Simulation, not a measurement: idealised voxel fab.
Process module in this document: voxel self aligned contacts
Cross-sectional view cut (width: 250 nm; square cell size: 5 nm).
This document writes a cross-section as a grid whose cells are square, and gives it as bands, listed from the top down; one or more rows of cells form a band.
First you get the band's top height and its bottom height, in nm, and then the materials it's made of, left to right, with each width in nm. If you see a single material with "everywhere", that one covers the band edge to edge. "air" is empty space.
Height reference: 0 = level under which incoming wafer is all one material. Lowest band: no bottom, runs on downward, e.g. "top 0, no bottom".
Think of "30..40" as a width that walks from the first number to the second as you go down the band, top row to bottom row, taking equal-sized steps from row to row.
The designation "left unchanged", where it is given for a processing step, indicates that no cell of the cross-section was altered in the course of that step.
Entry "Voids lacking openings". Content: empty spaces with no open connection to the top, size 8 cells or greater. Each: width x height at distance. Distance: from left edge. Unit: nm.
If you see something after the settings on a step's line, that's the simulator's own remark about that step.
"overlay nm" on a masked step: distance the mask lay right of its planned place, negative for left.
The steps planned for the process are as follows:
- 1: RECEIVE with material Si
- 2: OXIDIZE with depth nm 5
- 3: DIRECTIONAL_DEP with material polySi, thk nm 25
- 4: DIRECTIONAL_DEP with material SiN, thk nm 25
- 5: DIRECTIONAL_DEP with material aC, thk nm 15
- 6: PATTERN with tone cover, mask id GATE, material resist, width nm 35, pitch nm 75, thk nm 35, overlay nm 0
- 7: DIRECTIONAL_ETCH with etch materials aC, depth nm 15
- 8: STRIP with etch materials resist
- 9: DIRECTIONAL_ETCH with etch materials SiN, depth nm 25
- 10: DIRECTIONAL_ETCH with etch materials polySi, depth nm 25
- 11: STRIP with etch materials aC
- 12: CONFORMAL_DEP with material SiN, thk nm 10
- 13: DIRECTIONAL_ETCH with etch materials SiN, depth nm 10
- 14: FILL_DEP with material SiO2, thk nm 15
- 15: CMP with height nm 55
- 16: MASKED_ETCH with tone open, mask id CONTACT, width nm 60, etch materials SiO2, depth nm 60, overlay nm 0
- 17: CONFORMAL_DEP with material TiN, thk nm 5
- 18: FILL_DEP with material Ru, thk nm 5
- 19: CMP with height nm 55
- 20: CONFORMAL_DEP with material SiN, thk nm 5
Cross-section of the wafer as it came to us, i.e., already through step 1:
  top 0, no bottom  Si everywhere
  Voids lacking openings: none
Cross-section, first of two wafers, end of module, run as planned:
  top 60, bottom 55  SiN everywhere
  top 55, bottom 50  95 nm SiO2; 25 nm TiN; 10 nm Ru; 25 nm TiN; 95 nm SiO2
  top 50, bottom 25  60 nm SiO2; 55 nm SiN; 5 nm TiN; 10 nm Ru; 5 nm TiN; 55 nm SiN; 60 nm SiO2
  top 25, bottom 0  60 nm SiO2; 10 nm SiN; 35 nm polySi; 10 nm SiN; 5 nm TiN; 10 nm Ru; 5 nm TiN; 10 nm SiN; 35 nm polySi; 10 nm SiN; 60 nm SiO2
  top 0, bottom -5  115 nm SiO2; 20 nm TiN; 115 nm SiO2
  top -5, no bottom  Si everywhere
  Voids lacking openings: none
Cross-section, second wafer: same start as the first, same plan as the first, one mistake in running it; taken at the end of the module:
  top 60, bottom 55  SiN everywhere
  top 55, bottom 50  95 nm SiO2; 15 nm TiN; 30 nm Ru; 15 nm TiN; 95 nm SiO2
  top 50, bottom 25  70 nm SiO2; 35 nm SiN; 5 nm TiN; 30 nm Ru; 5 nm TiN; 35 nm SiN; 70 nm SiO2
  top 25, bottom 0  70 nm SiO2; 35 nm polySi; 5 nm TiN; 30 nm Ru; 5 nm TiN; 35 nm polySi; 70 nm SiO2
  top 0, bottom -5  105 nm SiO2; 40 nm TiN; 105 nm SiO2
  top -5, no bottom  Si everywhere
  Voids lacking openings: none
Heads up, the wafer didn't run the way we planned it: in deviation from the planned setting, step 12 was conducted as CONFORMAL_DEP with material SiO2, thk nm 10
Counted in cells at the end, the second wafer holds more or fewer of these materials than the first: Ru +44 | SiN -80 | SiO2 +36
